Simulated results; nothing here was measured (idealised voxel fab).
A process module follows: voxel gate over fins.
Cross-sectional view cut (width: 215 nm; square cell size: 5 nm).
Cross-section spec: square-cell grid; bands listed top down; each band is one or more rows. Top, bottom (nm), then materials left to right with widths (nm); lone material tagged "all across" fills the whole band edge to edge; "empty" = empty space. Below 0: as-received wafer, all one material; heights counted from there. Lowest band: no bottom, goes on down, written "0 and below". Read "30 to 40" as a graded width: first number on top, second number at the bottom, same change between each pair of neighbouring rows. A step reported as "identical to before" is a step in which no cell of the cross-section changed. "Tabulated closed voids" - sealed voids, min. 8 cells, no opening to top; format: width x height at distance (distance from left edge; nm throughout). Past the settings on a step's line: simulator remark, on that step. You can add "overlay nm" to a step's line. For a step with a mask, it describes how far the mask lay to the right of its planned position, and a negative number describes a lay to the left.
So here's the lineup of process steps we planned:
1) RECEIVE | material Si
2) CONFORMAL_DEP | material SiN | thk nm 10
3) DIRECTIONAL_DEP | material aC | thk nm 10
4) PATTERN | tone cover | mask id FINS | material resist | width nm 15 | pitch nm 40 | thk nm 30 | overlay nm 0
5) DIRECTIONAL_ETCH | etch materials aC | depth nm 10
6) STRIP | etch materials resist
7) DIRECTIONAL_ETCH | etch materials SiN | depth nm 10
8) DIRECTIONAL_ETCH | etch materials Si | depth nm 30
9) STRIP | etch materials aC
10) OXIDIZE | depth nm 5
11) FILL_DEP | material SiO2 | thk nm 5
12) CMP | height nm 10
13) SELECTIVE_ETCH | etch materials SiO2 | depth nm 20
14) STRIP | etch materials SiN
15) CONFORMAL_DEP | material HfO2 | thk nm 5
16) CONFORMAL_DEP | material TiN | thk nm 5
17) FILL_DEP | material W | thk nm 10
18) CMP | height nm 15
19) CONFORMAL_DEP | material SiCN | thk nm 5
This is the cross-section of the wafer as we received it, i.e. after step 1:
0 and below = Si all across
Tabulated closed voids: none
Here's the cross-section of the first of our two wafers at the end of the module - it ran as planned:
20 down to 15 = SiCN all across
15 down to 10 = W all across
10 down to 5 = 55 of W, then 25 of TiN, then 15 of W, then 25 of TiN, then 15 of W, then 25 of TiN, then 55 of W
5 down to 0 = 55 of W, then 5 of TiN, then 15 of HfO2, then 5 of TiN, then 15 of W, then 5 of TiN, then 15 of HfO2, then 5 of TiN, then 15 of W, then 5 of TiN, then 15 of HfO2, then 5 of TiN, then 55 of W
0 down to -5 = 60 of TiN, then 5 of HfO2, then 5 of Si, then 5 of HfO2, then 25 of TiN, then 5 of HfO2, then 5 of Si, then 5 of HfO2, then 25 of TiN, then 5 of HfO2, then 5 of Si, then 5 of HfO2, then 60 of TiN
-5 down to -10 = 65 of HfO2, then 5 of Si, then 35 of HfO2, then 5 of Si, then 35 of HfO2, then 5 of Si, then 65 of HfO2
-10 down to -35 = 65 of SiO2, then 5 of Si, then 35 of SiO2, then 5 of Si, then 35 of SiO2, then 5 of Si, then 65 of SiO2
-35 and below = Si all across
Tabulated closed voids: none
Second wafer through the module, sectioned at the end: same beginning and same plan as the first wafer, with one mistake in carrying it out:
20 down to 15 = SiCN all across
15 down to 10 = W all across
10 down to 5 = 65 of TiN, then 5 of W, then 35 of TiN, then 5 of W, then 35 of TiN, then 5 of W, then 65 of TiN
5 down to 0 = 60 of HfO2, then 5 of TiN, then 5 of W, then 5 of TiN, then 25 of HfO2, then 5 of TiN, then 5 of W, then 5 of TiN, then 25 of HfO2, then 5 of TiN, then 5 of W, then 5 of TiN, then 60 of HfO2
0 down to -5 = 55 of Si, then 5 of HfO2, then 15 of TiN, then 5 of HfO2, then 15 of Si, then 5 of HfO2, then 15 of TiN, then 5 of HfO2, then 15 of Si, then 5 of HfO2, then 15 of TiN, then 5 of HfO2, then 55 of Si
-5 down to -10 = 55 of Si, then 25 of HfO2, then 15 of Si, then 25 of HfO2, then 15 of Si, then 25 of HfO2, then 55 of Si
-10 down to -35 = 55 of Si, then 25 of SiO2, then 15 of Si, then 25 of SiO2, then 15 of Si, then 25 of SiO2, then 55 of Si
-35 and below = Si all across
Tabulated closed voids: none
Error vs. plan: in deviation from the planned setting, step 4 was conducted as PATTERN | tone open | mask id FINS | material resist | width nm 15 | pitch nm 40 | thk nm 30 | overlay nm 0
Final difference in cells, second wafer against first, listed per material as more or fewer: Si +175, SiO2 -125, W -50
